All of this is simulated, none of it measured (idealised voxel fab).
The process module that follows is named voxel ribs on slabs.
The figure presents cross-section cut, which has a width of 265 nm and is divided into square cells with an edge length of 5 nm.
Square cells in a grid make up a cross-section in this document, and the grid is given as bands, listed from the top down, each one or more rows of cells. Each band's line starts with the height of the band's top and of its bottom, in nm. Then come its materials from left to right, each with its width in nm. One material with "throughout" fills the band from edge to edge. "blank" is empty space. Heights are reckoned from 0. Under this level, the received wafer is all of one material. The bottommost band is open-ended downward, for example "from 0 down". Width "30 to 40": first value at the band's top row of cells, second value at its bottom row, equal change from row to row. "stayed the same" -> step changed no cross-section cell. The label "Sealed cavities" introduces a list of the empty spaces, 8 cells or larger, that have no open way up to the top; each entry in it reads width x height at distance, where the distance is taken from the left edge and all three are stated in nm. Note: text after step settings on the step line = simulator remark on that step. Each step line may optionally specify "overlay nm", which for a step with a mask gives the rightward distance between the mask's planned place and where it lay, a negative value indicating the leftward direction.

**plan**
1) RECEIVE,material Si
2) DIRECTIONAL_DEP,material SiO2,thk nm 25
3) DIRECTIONAL_DEP,material SiN,thk nm 20
4) MASKED_ETCH,tone cover,mask id RIB,width nm 20,etch materials SiN,depth nm 15,overlay nm 0
5) PATTERN,tone cover,mask id SLAB,material resist,width nm 60,thk nm 15,overlay nm 0
6) DIRECTIONAL_ETCH,etch materials SiN,depth nm 5
7) STRIP,etch materials resist
8) FILL_DEP,material SiO2,thk nm 30
9) CMP,height nm 65
10) DIRECTIONAL_DEP,material W,thk nm 10
11) PATTERN,tone cover,mask id HEATER,material resist,width nm 30,thk nm 20,overlay nm 0
12) DIRECTIONAL_ETCH,etch materials W,depth nm 10
13) STRIP,etch materials resist
14) CONFORMAL_DEP,material SiO2,thk nm 10

**Cross-sectional view of the wafer in its as-received condition, corresponding to the state after step 1**
	from 0 down = Si throughout
	Sealed cavities: none

**End-of-module XS, first of two wafers, run as planned**
	from 85 to 75 = blank 105 / SiO2 50 / blank 110
	from 75 to 65 = SiO2 115 / W 30 / SiO2 120
	from 65 to 45 = SiO2 throughout
	from 45 to 30 = SiO2 120 / SiN 20 / SiO2 125
	from 30 to 25 = SiO2 100 / SiN 60 / SiO2 105
	from 25 to 0 = SiO2 throughout
	from 0 down = Si throughout
	Sealed cavities: none

**Same start, same plan as the first wafer - but one mistake in the run. Cross-section of the second of the two at the end of the module**
	from 85 to 75 = blank 105 / SiO2 55 / blank 105
	from 75 to 65 = SiO2 115 / W 35 / SiO2 115
	from 65 to 45 = SiO2 throughout
	from 45 to 30 = SiO2 120 / SiN 20 / SiO2 125
	from 30 to 25 = SiO2 100 / SiN 60 / SiO2 105
	from 25 to 0 = SiO2 throughout
	from 0 down = Si throughout
	Sealed cavities: none
The mistake made against the process plan was this: contrary to plan, step 11 was performed as PATTERN,tone cover,mask id HEATER,material resist,width nm 35,thk nm 20,overlay nm 0
at the end the second wafer has, in cells: W: 2 more
